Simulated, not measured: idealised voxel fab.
The name of this process module is voxel fin reveal.
Shown is cross-section cut, with a width of 150 nm and square cells of size 5 nm.
Heads up, the way a cross-section reads in here is a grid of square cells, handed over as bands from the top down, with every band being one or more rows of cells.
Heights first: top, then bottom, in nm. Then materials, left to right, each with a width in nm. "all across" on a single material: fills the band edge to edge. "air": empty space.
Heights are reckoned from 0. Under this level, the received wafer is all of one material. The bottommost band is open-ended downward, for example "0 and below".
So if you see something like "30..40" for the width, read it as the top row of the band sitting at the first number and the bottom row at the second, with every row in between moving by the same amount as the last.
A step reported as "no alteration" is a step in which no cell of the cross-section changed.
Closed empty spaces (no open way to the top) of 8 cells or more are what "Entrapped void list" lists, each as width x height at distance from the left edge, nm for all three.
Text after the settings on a step's line: the simulator's own remark on that step.
overlay nm: step with mask; distance mask lay right of planned place; negative value = left of planned place.

The steps planned for the process are as follows:
- 1: RECEIVE with material Si
- 2: CONFORMAL_DEP with material SiN, thk nm 10
- 3: DIRECTIONAL_DEP with material aC, thk nm 10
- 4: PATTERN with tone cover, mask id FINS, material resist, width nm 15, pitch nm 40, thk nm 25, overlay nm 0
- 5: DIRECTIONAL_ETCH with etch materials aC, depth nm 10
- 6: STRIP with etch materials resist
- 7: DIRECTIONAL_ETCH with etch materials SiN, depth nm 10
- 8: DIRECTIONAL_ETCH with etch materials Si, depth nm 40
- 9: STRIP with etch materials aC
- 10: FILL_DEP with material SiO2, thk nm 5
- 11: CMP with height nm 10
- 12: SELECTIVE_ETCH with etch materials SiO2, depth nm 25
- 13: STRIP with etch materials SiN

First out of two wafers; run went to plan:

Cross-sectional view of the wafer in its as-received condition, corresponding to the state after step 1:
0 and below = Si all across
Entrapped void list: none

Step 2 done - wafer cross-section:
10 down to 0 = SiN all across
At heights below 0, the structure remains unaltered.

Step 3 done - wafer cross-section:
20 down to 10 = aC all across
At heights below 10, the structure remains unaltered.

Step 4 done - wafer cross-section:
45 down to 20 = 45 nm air / 15 nm resist / 25 nm air / 15 nm resist / 50 nm air
At heights below 20, the structure remains unaltered.

Step 5 done - wafer cross-section:
35 down to 20 = 45 nm air / 15 nm resist / 25 nm air / 15 nm resist / 50 nm air
20 down to 10 = 45 nm air / 15 nm aC / 25 nm air / 15 nm aC / 50 nm air
At heights below 10, the structure remains unaltered.

Step 6 done - wafer cross-section:
20 down to 10 = 45 nm air / 15 nm aC / 25 nm air / 15 nm aC / 50 nm air
At heights below 10, the structure remains unaltered.

Step 7 done - wafer cross-section:
20 down to 10 = 45 nm air / 15 nm aC / 25 nm air / 15 nm aC / 50 nm air
10 down to 0 = 45 nm air / 15 nm SiN / 25 nm air / 15 nm SiN / 50 nm air
At heights below 0, the structure remains unaltered.

Step 8 done - wafer cross-section:
20 down to 10 = 45 nm air / 15 nm aC / 25 nm air / 15 nm aC / 50 nm air
10 down to 0 = 45 nm air / 15 nm SiN / 25 nm air / 15 nm SiN / 50 nm air
0 down to -40 = 45 nm air / 15 nm Si / 25 nm air / 15 nm Si / 50 nm air
At heights below -40, the structure remains unaltered.

Step 9 done - wafer cross-section:
10 down to 0 = 45 nm air / 15 nm SiN / 25 nm air / 15 nm SiN / 50 nm air
At heights below 0, the structure remains unaltered.

Step 10 done - wafer cross-section:
15 down to 10 = SiO2 all across
10 down to 0 = 45 nm SiO2 / 15 nm SiN / 25 nm SiO2 / 15 nm SiN / 50 nm SiO2
0 down to -40 = 45 nm SiO2 / 15 nm Si / 25 nm SiO2 / 15 nm Si / 50 nm SiO2
At heights below -40, the structure remains unaltered.

Step 11 done - wafer cross-section:
10 down to 0 = 45 nm SiO2 / 15 nm SiN / 25 nm SiO2 / 15 nm SiN / 50 nm SiO2
At heights below 0, the structure remains unaltered.

Step 12 done - wafer cross-section:
10 down to 0 = 45 nm air / 15 nm SiN / 25 nm air / 15 nm SiN / 50 nm air
0 down to -15 = 45 nm air / 15 nm Si / 25 nm air / 15 nm Si / 50 nm air
At heights below -15, the structure remains unaltered.

Step 13 done - wafer cross-section:
0 down to -15 = 45 nm air / 15 nm Si / 25 nm air / 15 nm Si / 50 nm air
At heights below -15, the structure remains unaltered.

The second wafer began exactly as the first did and followed the same plan, but one mistake was made while running it; through step 8 inclusive, the two wafers are identical:

Cross-section of the second wafer corresponding to the planned conclusion of step 9: no alteration

Cross-section of the second wafer corresponding to the planned conclusion of step 10:
25 down to 20 = SiO2 all across
20 down to 10 = 45 nm SiO2 / 15 nm aC / 25 nm SiO2 / 15 nm aC / 50 nm SiO2
10 down to 0 = 45 nm SiO2 / 15 nm SiN / 25 nm SiO2 / 15 nm SiN / 50 nm SiO2
0 down to -40 = 45 nm SiO2 / 15 nm Si / 25 nm SiO2 / 15 nm Si / 50 nm SiO2
At heights below -40, the structure remains unaltered.

Cross-section of the second wafer corresponding to the planned conclusion of step 11:
10 down to 0 = 45 nm SiO2 / 15 nm SiN / 25 nm SiO2 / 15 nm SiN / 50 nm SiO2
At heights below 0, the structure remains unaltered.

Cross-section of the second wafer corresponding to the planned conclusion of step 12:
10 down to 0 = 45 nm air / 15 nm SiN / 25 nm air / 15 nm SiN / 50 nm air
0 down to -15 = 45 nm air / 15 nm Si / 25 nm air / 15 nm Si / 50 nm air
At heights below -15, the structure remains unaltered.

Cross-section of the second wafer corresponding to the planned conclusion of step 13:
0 down to -15 = 45 nm air / 15 nm Si / 25 nm air / 15 nm Si / 50 nm air
At heights below -15, the structure remains unaltered.
Against the plan, the run slipped here: step 9 of the plan was omitted and not executed
Honestly, by the end the two wafers have the same cross-section, so the mistake just doesn't show up in what this model computes.
